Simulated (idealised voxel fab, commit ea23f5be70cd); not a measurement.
The following process module bears the name voxel transistor to metal.
It is cross-section cut that appears here, measuring 175 nm in width, its square cells being 5 nm in size.
Square cells in a grid make up a cross-section in this document, and the grid is given as bands, listed from the top down, each one or more rows of cells. Basically the band line says how high the top is and how high the bottom is, in nm, and then what's in it from left to right, every material with its width in nm. Empty space shows up as "empty", and if a single material carries "throughout" it runs the full band edge to edge. Height 0 is the level under which the wafer as received is all one material. The lowest band goes on downwards, as in "z 0 and below". The expression "30->40" gives the width at the extremes of the band, the first number at its top row of cells and the second at its bottom row, with the width changing by equal amounts from each row to the next in between. The cross-section has no changed cell in any step marked "identical to before". Enclosed cavity list: empty space of 8 cells or more with no open way to the top, each as width x height at its distance from the left edge, in nm. Where a step's line continues beyond its settings, the continuation is a remark by the simulator itself on that step. "overlay nm" on a masked step: distance the mask lay right of its planned place, negative for left. What follows is a series of pairs. Each pair shows a cross-section before one process step and the cross-section after it, and the after view is drawn only down to the lowest band that changed. Beneath each pair is the step that lies between the two, with its settings. Pairs may come from different runs of this module on the same starting wafer, so a pair continues from the one above it only where its entry headed "Pre-step" says so.
Pre-step
z 20 to 15 = empty 70, SiN 5, empty 25, SiN 5, empty 70
z 15 to 10 = SiO2 70, SiN 5, empty 25, SiN 5, SiO2 70
z 10 to 0 = SiO2 30, SiN 5, SiO2 35, SiN 5, empty 25, SiN 5, SiO2 35, SiN 5, SiO2 30
z 0 to -5 = SiO2 35, SiGe 35, empty 35, SiGe 35, SiO2 35
z -5 to -25 = SiO2 35, Si 105, SiO2 35
z -25 and below = Si throughout
Enclosed cavity list: none
Post-Step Geometry
z 25 to 20 = empty 65, TiN 15, empty 15, TiN 15, empty 65
z 20 to 15 = TiN 70, SiN 5, TiN 5, empty 15, TiN 5, SiN 5, TiN 70
z 15 to 10 = SiO2 70, SiN 5, TiN 5, empty 15, TiN 5, SiN 5, SiO2 70
z 10 to 0 = SiO2 30, SiN 5, SiO2 35, SiN 5, TiN 5, empty 15, TiN 5, SiN 5, SiO2 35, SiN 5, SiO2 30
z 0 to -5 = SiO2 35, SiGe 35, TiN 35, SiGe 35, SiO2 35
Everything below -5 is unchanged.
Enclosed cavity list: none
Processing between the before and after sections above: CONFORMAL_DEP, material TiN, thk nm 5
Pre-step: unchanged from the after cross-section in the pair immediately above; refer to that figure.
Post-Step Geometry
z 30 to 25 = W throughout
z 25 to 20 = W 65, TiN 15, W 15, TiN 15, W 65
z 20 to 15 = TiN 70, SiN 5, TiN 5, W 15, TiN 5, SiN 5, TiN 70
z 15 to 10 = SiO2 70, SiN 5, TiN 5, W 15, TiN 5, SiN 5, SiO2 70
z 10 to 0 = SiO2 30, SiN 5, SiO2 35, SiN 5, TiN 5, W 15, TiN 5, SiN 5, SiO2 35, SiN 5, SiO2 30
Everything below 0 is unchanged.
Enclosed cavity list: none
Processing between the before and after sections above: FILL_DEP, material W, thk nm 5
Pre-step: unchanged from the after cross-section in the pair immediately above; refer to that figure.
Post-Step Geometry
z 15 to 10 = SiO2 70, SiN 5, TiN 5, W 15, TiN 5, SiN 5, SiO2 70
Everything below 10 is unchanged.
Enclosed cavity list: none
Processing between the before and after sections above: CMP, height nm 15
Pre-step: unchanged from the after cross-section in the pair immediately above; refer to that figure.
Post-Step Geometry
z 25 to 15 = SiO2 throughout
Everything below 15 is unchanged.
Enclosed cavity list: none
Processing between the before and after sections above: DIRECTIONAL_DEP, material SiO2, thk nm 10
Pre-step: unchanged from the after cross-section in the pair immediately above; refer to that figure.
Post-Step Geometry
z 40 to 25 = aC throughout
Everything below 25 is unchanged.
Enclosed cavity list: none
Processing between the before and after sections above: DIRECTIONAL_DEP, material aC, thk nm 15
Pre-step: unchanged from the after cross-section in the pair immediately above; refer to that figure.
Post-Step Geometry
z 70 to 40 = resist 40, empty 20, resist 55, empty 20, resist 40
Everything below 40 is unchanged.
Enclosed cavity list: none
Processing between the before and after sections above: PATTERN, tone open, mask id CONTACT, material resist, width nm 20, pitch nm 75, thk nm 30, overlay nm 0
Pre-step: unchanged from the after cross-section in the pair immediately above; refer to that figure.
Post-Step Geometry
z 55 to 40 = resist 40, empty 20, resist 55, empty 20, resist 40
z 40 to 25 = aC 40, empty 20, aC 55, empty 20, aC 40
Everything below 25 is unchanged.
Enclosed cavity list: none
Processing between the before and after sections above: DIRECTIONAL_ETCH, etch materials aC, depth nm 15
Pre-step: unchanged from the after cross-section in the pair immediately above; refer to that figure.
Post-Step Geometry
z 40 to 25 = aC 40, empty 20, aC 55, empty 20, aC 40
Everything below 25 is unchanged.
Enclosed cavity list: none
Processing between the before and after sections above: STRIP, etch materials resist
Pre-step: unchanged from the after cross-section in the pair immediately above; refer to that figure.
Post-Step Geometry
z 40 to 25 = aC 40, empty 20, aC 55, empty 20, aC 40
z 25 to 15 = SiO2 40, empty 20, SiO2 55, empty 20, SiO2 40
z 15 to 10 = SiO2 40, empty 20, SiO2 10, SiN 5, TiN 5, W 15, TiN 5, SiN 5, SiO2 10, empty 20, SiO2 40
z 10 to 0 = SiO2 30, SiN 5, SiO2 5, empty 20, SiO2 10, SiN 5, TiN 5, W 15, TiN 5, SiN 5, SiO2 10, empty 20, SiO2 5, SiN 5, SiO2 30
Everything below 0 is unchanged.
Enclosed cavity list: none
Processing between the before and after sections above: DIRECTIONAL_ETCH, etch materials SiO2, depth nm 25
Pre-step: unchanged from the after cross-section in the pair immediately above; refer to that figure.
Post-Step Geometry
z 25 to 15 = SiO2 40, empty 20, SiO2 55, empty 20, SiO2 40
Everything below 15 is unchanged.
Enclosed cavity list: none
Processing between the before and after sections above: STRIP, etch materials aC
Pre-step: unchanged from the after cross-section in the pair immediately above; refer to that figure.
Post-Step Geometry
z 30 to 25 = TiN 45, empty 10, TiN 65, empty 10, TiN 45
z 25 to 15 = SiO2 40, TiN 5, empty 10, TiN 5, SiO2 55, TiN 5, empty 10, TiN 5, SiO2 40
z 15 to 10 = SiO2 40, TiN 5, empty 10, TiN 5, SiO2 10, SiN 5, TiN 5, W 15, TiN 5, SiN 5, SiO2 10, TiN 5, empty 10, TiN 5, SiO2 40
z 10 to 5 = SiO2 30, SiN 5, SiO2 5, TiN 5, empty 10, TiN 5, SiO2 10, SiN 5, TiN 5, W 15, TiN 5, SiN 5, SiO2 10, TiN 5, empty 10, TiN 5, SiO2 5, SiN 5, SiO2 30
z 5 to 0 = SiO2 30, SiN 5, SiO2 5, TiN 20, SiO2 10, SiN 5, TiN 5, W 15, TiN 5, SiN 5, SiO2 10, TiN 20, SiO2 5, SiN 5, SiO2 30
Everything below 0 is unchanged.
Enclosed cavity list: none
Processing between the before and after sections above: CONFORMAL_DEP, material TiN, thk nm 5
Pre-step: unchanged from the after cross-section in the pair immediately above; refer to that figure.
Post-Step Geometry
z 35 to 30 = W throughout
z 30 to 25 = TiN 45, W 10, TiN 65, W 10, TiN 45
z 25 to 15 = SiO2 40, TiN 5, W 10, TiN 5, SiO2 55, TiN 5, W 10, TiN 5, SiO2 40
z 15 to 10 = SiO2 40, TiN 5, W 10, TiN 5, SiO2 10, SiN 5, TiN 5, W 15, TiN 5, SiN 5, SiO2 10, TiN 5, W 10, TiN 5, SiO2 40
z 10 to 5 = SiO2 30, SiN 5, SiO2 5, TiN 5, W 10, TiN 5, SiO2 10, SiN 5, TiN 5, W 15, TiN 5, SiN 5, SiO2 10, TiN 5, W 10, TiN 5, SiO2 5, SiN 5, SiO2 30
Everything below 5 is unchanged.
Enclosed cavity list: none
Processing between the before and after sections above: FILL_DEP, material W, thk nm 5
Pre-step: unchanged from the after cross-section in the pair immediately above; refer to that figure.
Post-Step Geometry
z 25 to 15 = SiO2 40, TiN 5, W 10, TiN 5, SiO2 55, TiN 5, W 10, TiN 5, SiO2 40
Everything below 15 is unchanged.
Enclosed cavity list: none
Processing between the before and after sections above: CMP, height nm 25
Pre-step: unchanged from the after cross-section in the pair immediately above; refer to that figure.
Post-Step Geometry
z 30 to 25 = SiCN throughout
Everything below 25 is unchanged.
Enclosed cavity list: none
Processing between the before and after sections above: CONFORMAL_DEP, material SiCN, thk nm 5
Pre-step: unchanged from the after cross-section in the pair immediately above; refer to that figure.
Post-Step Geometry
z 45 to 30 = lowk throughout
Everything below 30 is unchanged.
Enclosed cavity list: none
Processing between the before and after sections above: DIRECTIONAL_DEP, material lowk, thk nm 15
Pre-step: unchanged from the after cross-section in the pair immediately above; refer to that figure.
Post-Step Geometry
z 60 to 45 = resist 40, empty 20, resist 55, empty 20, resist 40
Everything below 45 is unchanged.
Enclosed cavity list: none
Processing between the before and after sections above: PATTERN, tone open, mask id METAL_1, material resist, width nm 20, pitch nm 75, thk nm 15, overlay nm 0
Pre-step: unchanged from the after cross-section in the pair immediately above; refer to that figure.
Post-Step Geometry
z 60 to 45 = resist 40, empty 20, resist 55, empty 20, resist 40
z 45 to 30 = lowk 40, empty 20, lowk 55, empty 20, lowk 40
Everything below 30 is unchanged.
Enclosed cavity list: none
Processing between the before and after sections above: DIRECTIONAL_ETCH, etch materials lowk, depth nm 15
Pre-step: unchanged from the after cross-section in the pair immediately above; refer to that figure.
Post-Step Geometry
z 60 to 45 = resist 40, empty 20, resist 55, empty 20, resist 40
z 45 to 30 = lowk 40, empty 20, lowk 55, empty 20, lowk 40
z 30 to 25 = SiCN 40, empty 20, SiCN 55, empty 20, SiCN 40
Everything below 25 is unchanged.
Enclosed cavity list: none
Processing between the before and after sections above: DIRECTIONAL_ETCH, etch materials SiCN, depth nm 5
Pre-step: unchanged from the after cross-section in the pair immediately above; refer to that figure.
Post-Step Geometry
z 45 to 30 = lowk 40, empty 20, lowk 55, empty 20, lowk 40
Everything below 30 is unchanged.
Enclosed cavity list: none
Processing between the before and after sections above: STRIP, etch materials resist
Pre-step: unchanged from the after cross-section in the pair immediately above; refer to that figure.
Post-Step Geometry
z 50 to 45 = TiN 45, empty 10, TiN 65, empty 10, TiN 45
z 45 to 30 = lowk 40, TiN 5, empty 10, TiN 5, lowk 55, TiN 5, empty 10, TiN 5, lowk 40
z 30 to 25 = SiCN 40, TiN 20, SiCN 55, TiN 20, SiCN 40
Everything below 25 is unchanged.
Enclosed cavity list: none
Processing between the before and after sections above: CONFORMAL_DEP, material TiN, thk nm 5
Pre-step: unchanged from the after cross-section in the pair immediately above; refer to that figure.
Post-Step Geometry
z 60 to 50 = Ru throughout
z 50 to 45 = TiN 45, Ru 10, TiN 65, Ru 10, TiN 45
z 45 to 30 = lowk 40, TiN 5, Ru 10, TiN 5, lowk 55, TiN 5, Ru 10, TiN 5, lowk 40
Everything below 30 is unchanged.
Enclosed cavity list: none
Processing between the before and after sections above: FILL_DEP, material Ru, thk nm 10
Pre-step: unchanged from the after cross-section in the pair immediately above; refer to that figure.
Post-Step Geometry
z 45 to 30 = lowk 40, TiN 5, Ru 10, TiN 5, lowk 55, TiN 5, Ru 10, TiN 5, lowk 40
Everything below 30 is unchanged.
Enclosed cavity list: none
Processing between the before and after sections above: CMP, height nm 45
Pre-step: unchanged from the after cross-section in the pair immediately above; refer to that figure.
Post-Step Geometry
z 50 to 45 = SiCN throughout
Everything below 45 is unchanged.
Enclosed cavity list: none
Processing between the before and after sections above: CONFORMAL_DEP, material SiCN, thk nm 5
Pre-step: unchanged from the after cross-section in the pair immediately above; refer to that figure.
Post-Step Geometry
z 75 to 50 = lowk throughout
Everything below 50 is unchanged.
Enclosed cavity list: none
Processing between the before and after sections above: DIRECTIONAL_DEP, material lowk, thk nm 25
Pre-step: unchanged from the after cross-section in the pair immediately above; refer to that figure.
Post-Step Geometry
z 85 to 75 = aC throughout
Everything below 75 is unchanged.
Enclosed cavity list: none
Processing between the before and after sections above: DIRECTIONAL_DEP, material aC, thk nm 10
Pre-step: unchanged from the after cross-section in the pair immediately above; refer to that figure.
Post-Step Geometry
z 110 to 85 = resist 40, empty 20, resist 55, empty 20, resist 40
Everything below 85 is unchanged.
Enclosed cavity list: none
Processing between the before and after sections above: PATTERN, tone open, mask id METAL_2, material resist, width nm 20, pitch nm 75, thk nm 25, overlay nm 0
Pre-step: unchanged from the after cross-section in the pair immediately above; refer to that figure.
Post-Step Geometry
z 100 to 85 = resist 40, empty 20, resist 55, empty 20, resist 40
z 85 to 75 = aC 40, empty 20, aC 55, empty 20, aC 40
Everything below 75 is unchanged.
Enclosed cavity list: none
Processing between the before and after sections above: DIRECTIONAL_ETCH, etch materials aC, depth nm 10
Pre-step: unchanged from the after cross-section in the pair immediately above; refer to that figure.
Post-Step Geometry
z 85 to 75 = aC 40, empty 20, aC 55, empty 20, aC 40
Everything below 75 is unchanged.
Enclosed cavity list: none
Processing between the before and after sections above: STRIP, etch materials resist
Pre-step: unchanged from the after cross-section in the pair immediately above; refer to that figure.
Post-Step Geometry
z 85 to 75 = aC 40, empty 20, aC 55, empty 20, aC 40
z 75 to 60 = lowk 40, empty 20, lowk 55, empty 20, lowk 40
Everything below 60 is unchanged.
Enclosed cavity list: none
Processing between the before and after sections above: DIRECTIONAL_ETCH, etch materials lowk, depth nm 15
Pre-step: unchanged from the after cross-section in the pair immediately above; refer to that figure.
Post-Step Geometry
z 75 to 60 = lowk 40, empty 20, lowk 55, empty 20, lowk 40
Everything below 60 is unchanged.
Enclosed cavity list: none
Processing between the before and after sections above: STRIP, etch materials aC
Pre-step: unchanged from the after cross-section in the pair immediately above; refer to that figure.
Post-Step Geometry
z 95 to 75 = resist 40, empty 15, resist 60, empty 15, resist 45
z 75 to 60 = lowk 40, empty 15, resist 5, lowk 55, empty 15, resist 5, lowk 40
Everything below 60 is unchanged.
Enclosed cavity list: none
Processing between the before and after sections above: PATTERN, tone open, mask id METAL_2_HOLES, material resist, width nm 15, pitch nm 75, thk nm 20, overlay nm 0
Pre-step: unchanged from the after cross-section in the pair immediately above; refer to that figure.
Post-Step Geometry
z 95 to 75 = resist 40, empty 15, resist 60, empty 15, resist 45
z 75 to 60 = lowk 40, empty 15, resist 5, lowk 55, empty 15, resist 5, lowk 40
z 60 to 50 = lowk 40, empty 15, lowk 60, empty 15, lowk 45
Everything below 50 is unchanged.
Enclosed cavity list: none
Processing between the before and after sections above: DIRECTIONAL_ETCH, etch materials lowk, depth nm 10
Pre-step: unchanged from the after cross-section in the pair immediately above; refer to that figure.
Post-Step Geometry
z 95 to 75 = resist 40, empty 15, resist 60, empty 15, resist 45
z 75 to 60 = lowk 40, empty 15, resist 5, lowk 55, empty 15, resist 5, lowk 40
z 60 to 50 = lowk 40, empty 15, lowk 60, empty 15, lowk 45
z 50 to 45 = SiCN 40, empty 15, SiCN 60, empty 15, SiCN 45
Everything below 45 is unchanged.
Enclosed cavity list: none
Processing between the before and after sections above: DIRECTIONAL_ETCH, etch materials SiCN, depth nm 5
Pre-step: unchanged from the after cross-section in the pair immediately above; refer to that figure.
Post-Step Geometry
z 75 to 60 = lowk 40, empty 20, lowk 55, empty 20, lowk 40
Everything below 60 is unchanged.
Enclosed cavity list: none
Processing between the before and after sections above: STRIP, etch materials resist
Pre-step: unchanged from the after cross-section in the pair immediately above; refer to that figure.
Post-Step Geometry
z 80 to 75 = TiN 45, empty 10, TiN 65, empty 10, TiN 45
z 75 to 65 = lowk 40, TiN 5, empty 10, TiN 5, lowk 55, TiN 5, empty 10, TiN 5, lowk 40
z 65 to 60 = lowk 40, TiN 5, empty 5, TiN 10, lowk 55, TiN 5, empty 5, TiN 10, lowk 40
z 60 to 50 = lowk 40, TiN 5, empty 5, TiN 5, lowk 60, TiN 5, empty 5, TiN 5, lowk 45
z 50 to 45 = SiCN 40, TiN 15, SiCN 60, TiN 15, SiCN 45
Everything below 45 is unchanged.
Enclosed cavity list: none
Processing between the before and after sections above: CONFORMAL_DEP, material TiN, thk nm 5
Pre-step: unchanged from the after cross-section in the pair immediately above; refer to that figure.
Post-Step Geometry
z 85 to 80 = Ru throughout
z 80 to 75 = TiN 45, Ru 10, TiN 65, Ru 10, TiN 45
z 75 to 65 = lowk 40, TiN 5, Ru 10, TiN 5, lowk 55, TiN 5, Ru 10, TiN 5, lowk 40
z 65 to 60 = lowk 40, TiN 5, Ru 5, TiN 10, lowk 55, TiN 5, Ru 5, TiN 10, lowk 40
z 60 to 50 = lowk 40, TiN 5, Ru 5, TiN 5, lowk 60, TiN 5, Ru 5, TiN 5, lowk 45
Everything below 50 is unchanged.
Enclosed cavity list: none
Processing between the before and after sections above: FILL_DEP, material Ru, thk nm 5
Pre-step: unchanged from the after cross-section in the pair immediately above; refer to that figure.
Post-Step Geometry
z 75 to 65 = lowk 40, TiN 5, Ru 10, TiN 5, lowk 55, TiN 5, Ru 10, TiN 5, lowk 40
Everything below 65 is unchanged.
Enclosed cavity list: none
Processing between the before and after sections above: CMP, height nm 75
Pre-step: unchanged from the after cross-section in the pair immediately above; refer to that figure.
Post-Step Geometry
z 80 to 75 = SiCN throughout
Everything below 75 is unchanged.
Enclosed cavity list: none
Processing between the before and after sections above: CONFORMAL_DEP, material SiCN, thk nm 5
Pre-step
z 40 to 20 = empty 35, resist 105, empty 35
z 20 to 5 = empty 35, SiN 105, empty 35
z 5 to 0 = empty 35, SiO2 105, empty 35
z 0 to -25 = empty 35, Si 105, empty 35
z -25 and below = Si throughout
Enclosed cavity list: none
Post-Step Geometry
z 40 to 20 = empty 35, resist 105, empty 35
z 20 to 5 = empty 35, SiN 105, empty 35
z 5 to 0 = empty 35, SiO2 105, empty 35
z 0 to -50 = empty 35, Si 105, empty 35
Everything below -50 is unchanged.
Enclosed cavity list: none
Processing between the before and after sections above: DIRECTIONAL_ETCH, etch materials Si, depth nm 25
Pre-step: unchanged from the after cross-section in the pair immediately above; refer to that figure.
Post-Step Geometry
z 20 to 5 = empty 35, SiN 105, empty 35
Everything below 5 is unchanged.
Enclosed cavity list: none
Processing between the before and after sections above: STRIP, etch materials resist
Pre-step: unchanged from the after cross-section in the pair immediately above; refer to that figure.
Post-Step Geometry
z 35 to 20 = SiO2 throughout
z 20 to 5 = SiO2 35, SiN 105, SiO2 35
z 5 to 0 = SiO2 throughout
z 0 to -50 = SiO2 35, Si 105, SiO2 35
Everything below -50 is unchanged.
Enclosed cavity list: none
Processing between the before and after sections above: FILL_DEP, material SiO2, thk nm 15
Pre-step: unchanged from the after cross-section in the pair immediately above; refer to that figure.
Post-Step Geometry
z 20 to 5 = SiO2 35, SiN 105, SiO2 35
Everything below 5 is unchanged.
Enclosed cavity list: none
Processing between the before and after sections above: CMP, height nm 20
Pre-step: unchanged from the after cross-section in the pair immediately above; refer to that figure.
Post-Step Geometry
z 20 to 15 = empty 35, SiN 105, empty 35
Everything below 15 is unchanged.
Enclosed cavity list: none
Processing between the before and after sections above: SELECTIVE_ETCH, etch materials SiO2, depth nm 5
Pre-step: unchanged from the after cross-section in the pair immediately above; refer to that figure.
Post-Step Geometry
z 15 to 5 = SiO2 35, empty 105, SiO2 35
Everything below 5 is unchanged.
Enclosed cavity list: none
Processing between the before and after sections above: STRIP, etch materials SiN
Pre-step: unchanged from the after cross-section in the pair immediately above; refer to that figure.
Post-Step Geometry
z 10 to 0 = SiO2 30, empty 115, SiO2 30
Everything below 0 is unchanged.
Enclosed cavity list: none
Processing between the before and after sections above: SELECTIVE_ETCH, etch materials SiO2, depth nm 5
Pre-step: unchanged from the after cross-section in the pair immediately above; refer to that figure.
Post-Step Geometry
z 10 to 0 = SiO2 30, empty 115, SiO2 30
z 0 to -5 = SiO2 throughout
Everything below -5 is unchanged.
Enclosed cavity list: none
Processing between the before and after sections above: OXIDIZE, depth nm 5
Pre-step: unchanged from the after cross-section in the pair immediately above; refer to that figure.
Post-Step Geometry
z 30 to 20 = polySi 30, empty 115, polySi 30
z 20 to 10 = polySi throughout
z 10 to 0 = SiO2 30, polySi 115, SiO2 30
Everything below 0 is unchanged.
Enclosed cavity list: none
Processing between the before and after sections above: DIRECTIONAL_DEP, material polySi, thk nm 20
Pre-step: unchanged from the after cross-section in the pair immediately above; refer to that figure.
Post-Step Geometry
z 40 to 30 = SiCN 30, empty 115, SiCN 30
z 30 to 20 = polySi 30, SiCN 115, polySi 30
Everything below 20 is unchanged.
Enclosed cavity list: none
Processing between the before and after sections above: DIRECTIONAL_DEP, material SiCN, thk nm 10
Pre-step: unchanged from the after cross-section in the pair immediately above; refer to that figure.
Post-Step Geometry
z 55 to 45 = aC 30, empty 115, aC 30
z 45 to 40 = aC throughout
z 40 to 30 = SiCN 30, aC 115, SiCN 30
Everything below 30 is unchanged.
Enclosed cavity list: none
Processing between the before and after sections above: DIRECTIONAL_DEP, material aC, thk nm 15
Pre-step: unchanged from the after cross-section in the pair immediately above; refer to that figure.
Post-Step Geometry
z 85 to 55 = empty 75, resist 25, empty 75
z 55 to 45 = aC 30, empty 45, resist 25, empty 45, aC 30
Everything below 45 is unchanged.
Enclosed cavity list: none
Processing between the before and after sections above: PATTERN, tone cover, mask id GATE, material resist, width nm 25, thk nm 30, overlay nm 0
Pre-step: unchanged from the after cross-section in the pair immediately above; refer to that figure.
Post-Step Geometry
z 70 to 45 = empty 75, resist 25, empty 75
z 45 to 40 = empty 75, aC 25, empty 75
z 40 to 30 = SiCN 30, empty 45, aC 25, empty 45, SiCN 30
Everything below 30 is unchanged.
Enclosed cavity list: none
Processing between the before and after sections above: DIRECTIONAL_ETCH, etch materials aC, depth nm 15
Pre-step: unchanged from the after cross-section in the pair immediately above; refer to that figure.
Post-Step Geometry
z 45 to 40 = empty 75, aC 25, empty 75
Everything below 40 is unchanged.
Enclosed cavity list: none
Processing between the before and after sections above: STRIP, etch materials resist
Pre-step: unchanged from the after cross-section in the pair immediately above; refer to that figure.
Post-Step Geometry
z 45 to 30 = empty 75, aC 25, empty 75
z 30 to 20 = polySi 30, empty 45, SiCN 25, empty 45, polySi 30
Everything below 20 is unchanged.
Enclosed cavity list: none
Processing between the before and after sections above: DIRECTIONAL_ETCH, etch materials SiCN, depth nm 20
Pre-step: unchanged from the after cross-section in the pair immediately above; refer to that figure.
Post-Step Geometry
z 45 to 30 = empty 75, aC 25, empty 75
z 30 to 20 = empty 75, SiCN 25, empty 75
z 20 to 10 = empty 75, polySi 25, empty 75
z 10 to 0 = SiO2 30, empty 45, polySi 25, empty 45, SiO2 30
Everything below 0 is unchanged.
Enclosed cavity list: none
Processing between the before and after sections above: DIRECTIONAL_ETCH, etch materials polySi, depth nm 30
Pre-step: unchanged from the after cross-section in the pair immediately above; refer to that figure.
Post-Step Geometry
z 30 to 20 = empty 75, SiCN 25, empty 75
Everything below 20 is unchanged.
Enclosed cavity list: none
Processing between the before and after sections above: STRIP, etch materials aC
Pre-step: unchanged from the after cross-section in the pair immediately above; refer to that figure.
Post-Step Geometry
z 35 to 30 = empty 70, SiN 35, empty 70
z 30 to 20 = empty 70, SiN 5, SiCN 25, SiN 5, empty 70
z 20 to 15 = empty 70, SiN 5, polySi 25, SiN 5, empty 70
z 15 to 10 = SiN 35, empty 35, SiN 5, polySi 25, SiN 5, empty 35, SiN 35
z 10 to 5 = SiO2 30, SiN 5, empty 35, SiN 5, polySi 25, SiN 5, empty 35, SiN 5, SiO2 30
z 5 to 0 = SiO2 30, SiN 45, polySi 25, SiN 45, SiO2 30
Everything below 0 is unchanged.
Enclosed cavity list: none
Processing between the before and after sections above: CONFORMAL_DEP, material SiN, thk nm 5
Pre-step: unchanged from the after cross-section in the pair immediately above; refer to that figure.
Post-Step Geometry
z 30 to 20 = empty 70, SiN 5, SiCN 25, SiN 5, empty 70
z 20 to 10 = empty 70, SiN 5, polySi 25, SiN 5, empty 70
z 10 to 0 = SiO2 30, SiN 5, empty 35, SiN 5, polySi 25, SiN 5, empty 35, SiN 5, SiO2 30
Everything below 0 is unchanged.
Enclosed cavity list: none
Processing between the before and after sections above: DIRECTIONAL_ETCH, etch materials SiN, depth nm 5
Pre-step: unchanged from the after cross-section in the pair immediately above; refer to that figure.
Post-Step Geometry
z 30 to 20 = empty 70, SiN 5, SiCN 25, SiN 5, empty 70
z 20 to 10 = empty 70, SiN 5, polySi 25, SiN 5, empty 70
z 10 to 5 = empty 30, SiN 5, empty 35, SiN 5, polySi 25, SiN 5, empty 35, SiN 5, empty 30
z 5 to 0 = SiO2 30, SiN 5, empty 35, SiN 5, polySi 25, SiN 5, empty 35, SiN 5, SiO2 30
z 0 to -5 = SiO2 35, empty 35, SiO2 35, empty 35, SiO2 35
Everything below -5 is unchanged.
Enclosed cavity list: none
Processing between the before and after sections above: DIRECTIONAL_ETCH, etch materials SiO2, depth nm 5
Pre-step: unchanged from the after cross-section in the pair immediately above; refer to that figure.
Post-Step Geometry
z 30 to 20 = empty 70, SiN 5, SiCN 25, SiN 5, empty 70
z 20 to 10 = empty 70, SiN 5, polySi 25, SiN 5, empty 70
z 10 to 5 = empty 30, SiN 5, empty 35, SiN 5, polySi 25, SiN 5, empty 35, SiN 5, empty 30
z 5 to 0 = SiO2 30, SiN 5, empty 35, SiN 5, polySi 25, SiN 5, empty 35, SiN 5, SiO2 30
z 0 to -5 = SiO2 35, SiGe 35, SiO2 35, SiGe 35, SiO2 35
Everything below -5 is unchanged.
Enclosed cavity list: none
Processing between the before and after sections above: EPI, material SiGe, thk nm 5
Pre-step: unchanged from the after cross-section in the pair immediately above; refer to that figure.
Post-Step Geometry
z 35 to 30 = SiO2 throughout
z 30 to 20 = SiO2 70, SiN 5, SiCN 25, SiN 5, SiO2 70
z 20 to 10 = SiO2 70, SiN 5, polySi 25, SiN 5, SiO2 70
z 10 to 0 = SiO2 30, SiN 5, SiO2 35, SiN 5, polySi 25, SiN 5, SiO2 35, SiN 5, SiO2 30
Everything below 0 is unchanged.
Enclosed cavity list: none
Processing between the before and after sections above: FILL_DEP, material SiO2, thk nm 5
Pre-step: unchanged from the after cross-section in the pair immediately above; refer to that figure.
Post-Step Geometry
z 20 to 10 = SiO2 70, SiN 5, polySi 25, SiN 5, SiO2 70
Everything below 10 is unchanged.
Enclosed cavity list: none
Processing between the before and after sections above: CMP, height nm 20
Pre-step: unchanged from the after cross-section in the pair immediately above; refer to that figure.
Post-Step Geometry
z 20 to 10 = SiO2 70, SiN 5, empty 25, SiN 5, SiO2 70
z 10 to 0 = SiO2 30, SiN 5, SiO2 35, SiN 5, empty 25, SiN 5, SiO2 35, SiN 5, SiO2 30
Everything below 0 is unchanged.
Enclosed cavity list: none
Processing between the before and after sections above: STRIP, etch materials polySi
Pre-step: unchanged from the after cross-section in the pair immediately above; refer to that figure.
Post-Step Geometry
z 20 to 15 = empty 70, SiN 5, empty 25, SiN 5, empty 70
z 15 to 10 = SiO2 70, SiN 5, empty 25, SiN 5, SiO2 70
z 10 to 0 = SiO2 30, SiN 5, SiO2 35, SiN 5, empty 25, SiN 5, SiO2 35, SiN 5, SiO2 30
z 0 to -5 = SiO2 35, SiGe 35, empty 35, SiGe 35, SiO2 35
Everything below -5 is unchanged.
Enclosed cavity list: none
Processing between the before and after sections above: SELECTIVE_ETCH, etch materials SiO2, depth nm 5
Pre-step: unchanged from the after cross-section in the pair immediately above; refer to that figure.
Post-Step Geometry
z 25 to 20 = empty 65, HfO2 15, empty 15, HfO2 15, empty 65
z 20 to 15 = HfO2 70, SiN 5, HfO2 5, empty 15, HfO2 5, SiN 5, HfO2 70
z 15 to 10 = SiO2 70, SiN 5, HfO2 5, empty 15, HfO2 5, SiN 5, SiO2 70
z 10 to 0 = SiO2 30, SiN 5, SiO2 35, SiN 5, HfO2 5, empty 15, HfO2 5, SiN 5, SiO2 35, SiN 5, SiO2 30
z 0 to -5 = SiO2 35, SiGe 35, HfO2 35, SiGe 35, SiO2 35
Everything below -5 is unchanged.
Enclosed cavity list: none
Processing between the before and after sections above: CONFORMAL_DEP, material HfO2, thk nm 5
Pre-step: unchanged from the after cross-section in the pair immediately above; refer to that figure.
Post-Step Geometry
z 30 to 25 = empty 60, TiN 25, empty 5, TiN 25, empty 60
z 25 to 20 = TiN 65, HfO2 15, TiN 5, empty 5, TiN 5, HfO2 15, TiN 65
z 20 to 15 = HfO2 70, SiN 5, HfO2 5, TiN 5, empty 5, TiN 5, HfO2 5, SiN 5, HfO2 70
z 15 to 10 = SiO2 70, SiN 5, HfO2 5, TiN 5, empty 5, TiN 5, HfO2 5, SiN 5, SiO2 70
z 10 to 5 = SiO2 30, SiN 5, SiO2 35, SiN 5, HfO2 5, TiN 5, empty 5, TiN 5, HfO2 5, SiN 5, SiO2 35, SiN 5, SiO2 30
z 5 to 0 = SiO2 30, SiN 5, SiO2 35, SiN 5, HfO2 5, TiN 15, HfO2 5, SiN 5, SiO2 35, SiN 5, SiO2 30
Everything below 0 is unchanged.
Enclosed cavity list: none
Processing between the before and after sections above: CONFORMAL_DEP, material TiN, thk nm 5
Pre-step: unchanged from the after cross-section in the pair immediately above; refer to that figure.
Post-Step Geometry
z 35 to 30 = W throughout
z 30 to 25 = W 60, TiN 25, W 5, TiN 25, W 60
z 25 to 20 = TiN 65, HfO2 15, TiN 5, W 5, TiN 5, HfO2 15, TiN 65
z 20 to 15 = HfO2 70, SiN 5, HfO2 5, TiN 5, W 5, TiN 5, HfO2 5, SiN 5, HfO2 70
z 15 to 10 = SiO2 70, SiN 5, HfO2 5, TiN 5, W 5, TiN 5, HfO2 5, SiN 5, SiO2 70
z 10 to 5 = SiO2 30, SiN 5, SiO2 35, SiN 5, HfO2 5, TiN 5, W 5, TiN 5, HfO2 5, SiN 5, SiO2 35, SiN 5, SiO2 30
Everything below 5 is unchanged.
Enclosed cavity list: none
Processing between the before and after sections above: FILL_DEP, material W, thk nm 5
Pre-step: unchanged from the after cross-section in the pair immediately above; refer to that figure.
Post-Step Geometry
z 15 to 10 = SiO2 70, SiN 5, HfO2 5, TiN 5, W 5, TiN 5, HfO2 5, SiN 5, SiO2 70
Everything below 10 is unchanged.
Enclosed cavity list: none
Processing between the before and after sections above: CMP, height nm 15
Pre-step: unchanged from the after cross-section in the pair immediately above; refer to that figure.
Post-Step Geometry
z 25 to 15 = SiO2 throughout
Everything below 15 is unchanged.
Enclosed cavity list: none
Processing between the before and after sections above: DIRECTIONAL_DEP, material SiO2, thk nm 10
Pre-step: unchanged from the after cross-section in the pair immediately above; refer to that figure.
Post-Step Geometry
z 40 to 25 = aC throughout
Everything below 25 is unchanged.
Enclosed cavity list: none
Processing between the before and after sections above: DIRECTIONAL_DEP, material aC, thk nm 15
